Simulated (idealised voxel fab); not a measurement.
The name of this process module is voxel wiring stack.
225 nm wide, 5 nm square cells: that's cross-section cut.
Cross-section = grid of square cells, listed top down in bands; band = one or more rows.
For a band, the entry starts with two heights in nm, that of the top and then that of the bottom, and carries on with the band's materials in order from left to right, each alongside its width in nm; the word "throughout" beside a single material means it fills the band edge to edge, and "blank" means empty space.
We count height from 0. Below that, the starting wafer is all one material. The lowest band never ends at the bottom but goes on down; see "0..down" for how that is written.
It should be noted that a width expressed as "30 to 40" varies in equal increments from row to row of cells within the band, taking the value of the first number at the top row and that of the second number at the bottom row.
Key: "nothing got changed" - step with no changed cell in the cross-section.
Empty spaces without an open route to the top, at least 8 cells in extent, make up the entry "Entrapped voids"; each is given as width x height at distance, where the distance is measured from the left edge, and all are in nm.
Note: text after step settings on the step line = simulator remark on that step.
overlay nm: for a step with a mask, the amount by which the mask lay right of where it was planned; a negative amount means left of it.

[Process steps foreseen in the plan]
1) RECEIVE, material Si
2) CONFORMAL_DEP, material SiO2, thk nm 10
3) DIRECTIONAL_DEP, material TiN, thk nm 5
4) DIRECTIONAL_DEP, material Ru, thk nm 20
5) DIRECTIONAL_DEP, material aC, thk nm 10
6) PATTERN, tone cover, mask id METAL_1, material resist, width nm 30, pitch nm 50, thk nm 30, overlay nm 0
7) DIRECTIONAL_ETCH, etch materials aC, depth nm 10
8) STRIP, etch materials resist
9) DIRECTIONAL_ETCH, etch materials Ru, depth nm 20
10) DIRECTIONAL_ETCH, etch materials TiN, depth nm 5
11) STRIP, etch materials aC
12) CONFORMAL_DEP, material SiCN, thk nm 5
13) FILL_DEP, material lowk, thk nm 5
14) CMP, height nm 35
15) CONFORMAL_DEP, material SiCN, thk nm 5
16) DIRECTIONAL_DEP, material lowk, thk nm 15
17) MASKED_ETCH, tone open, mask id PLUG_1, width nm 15, pitch nm 50, etch materials lowk, depth nm 15, overlay nm 0
18) MASKED_ETCH, tone open, mask id PLUG_1, width nm 15, pitch nm 50, etch materials SiCN, depth nm 5, overlay nm 0
19) CONFORMAL_DEP, material TiN, thk nm 5
20) FILL_DEP, material Cu, thk nm 10
21) CMP, height nm 55
22) DIRECTIONAL_DEP, material TiN, thk nm 5
23) DIRECTIONAL_DEP, material W, thk nm 20
24) PATTERN, tone cover, mask id METAL_2, material resist, width nm 30, pitch nm 50, thk nm 15, overlay nm 0
25) DIRECTIONAL_ETCH, etch materials W, depth nm 20
26) DIRECTIONAL_ETCH, etch materials TiN, depth nm 5
27) STRIP, etch materials resist
28) FILL_DEP, material lowk, thk nm 5
29) CMP, height nm 80
30) CONFORMAL_DEP, material SiCN, thk nm 5
31) DIRECTIONAL_DEP, material SiO2, thk nm 10
32) PATTERN, tone open, mask id PLUG_2, material resist, width nm 15, pitch nm 100, thk nm 20, overlay nm 0
33) DIRECTIONAL_ETCH, etch materials SiO2, depth nm 10
34) DIRECTIONAL_ETCH, etch materials SiCN, depth nm 5
35) STRIP, etch materials resist
36) EPI, material Ru, thk nm 10
37) EPI, material Ru, thk nm 5
38) DIRECTIONAL_DEP, material TiN, thk nm 5
39) DIRECTIONAL_DEP, material Ru, thk nm 25
40) PATTERN, tone cover, mask id METAL_3, material resist, width nm 30, pitch nm 50, thk nm 20, overlay nm 0
41) DIRECTIONAL_ETCH, etch materials Ru, depth nm 25
42) DIRECTIONAL_ETCH, etch materials TiN, depth nm 5
43) STRIP, etch materials resist
44) FILL_DEP, material lowk, thk nm 10
45) CMP, height nm 125
46) CONFORMAL_DEP, material SiN, thk nm 5

[Cross-section of the wafer as it came to us, i.e., already through step 1]
0..down: Si throughout
Entrapped voids: none

[Wafer at module end, in section. Began as above, planned as above, run with one mistake]
130..125: SiN throughout
125..110: 35 lowk  15 Ru  20 lowk  30 Ru  35 lowk  15 Ru  20 lowk  30 Ru  25 lowk
110..100: 20 lowk  30 Ru  20 lowk  30 Ru  20 lowk  30 Ru  20 lowk  30 Ru  25 lowk
100..95: 20 lowk  15 Ru  15 TiN  20 lowk  30 TiN  20 lowk  15 Ru  15 TiN  20 lowk  30 TiN  25 lowk
95..85: 20 SiO2  15 Ru  85 SiO2  15 Ru  90 SiO2
85..80: 20 SiCN  15 TiN  85 SiCN  15 TiN  90 SiCN
80..60: 20 W  30 lowk  20 W  30 lowk  20 W  30 lowk  20 W  30 lowk  25 W
60..55: 20 TiN  30 lowk  20 TiN  30 lowk  20 TiN  30 lowk  20 TiN  30 lowk  25 TiN
55..40: 20 lowk  5 TiN  5 Cu  5 TiN  35 lowk  5 TiN  5 Cu  5 TiN  35 lowk  5 TiN  5 Cu  5 TiN  35 lowk  5 TiN  5 Cu  5 TiN  40 lowk
40..35: 20 SiCN  15 TiN  35 SiCN  15 TiN  35 SiCN  15 TiN  35 SiCN  15 TiN  40 SiCN
35..15: 15 lowk  5 SiCN  30 Ru  5 SiCN  10 lowk  5 SiCN  30 Ru  5 SiCN  10 lowk  5 SiCN  30 Ru  5 SiCN  10 lowk  5 SiCN  30 Ru  5 SiCN  20 lowk
15..10: 20 SiCN  30 TiN  20 SiCN  30 TiN  20 SiCN  30 TiN  20 SiCN  30 TiN  25 SiCN
10..0: SiO2 throughout
0..down: Si throughout
Entrapped voids: none
What went wrong in running the wafer? step 24 changed vs plan, executed as PATTERN, tone open, mask id METAL_2, material resist, width nm 30, pitch nm 50, thk nm 15, overlay nm 0
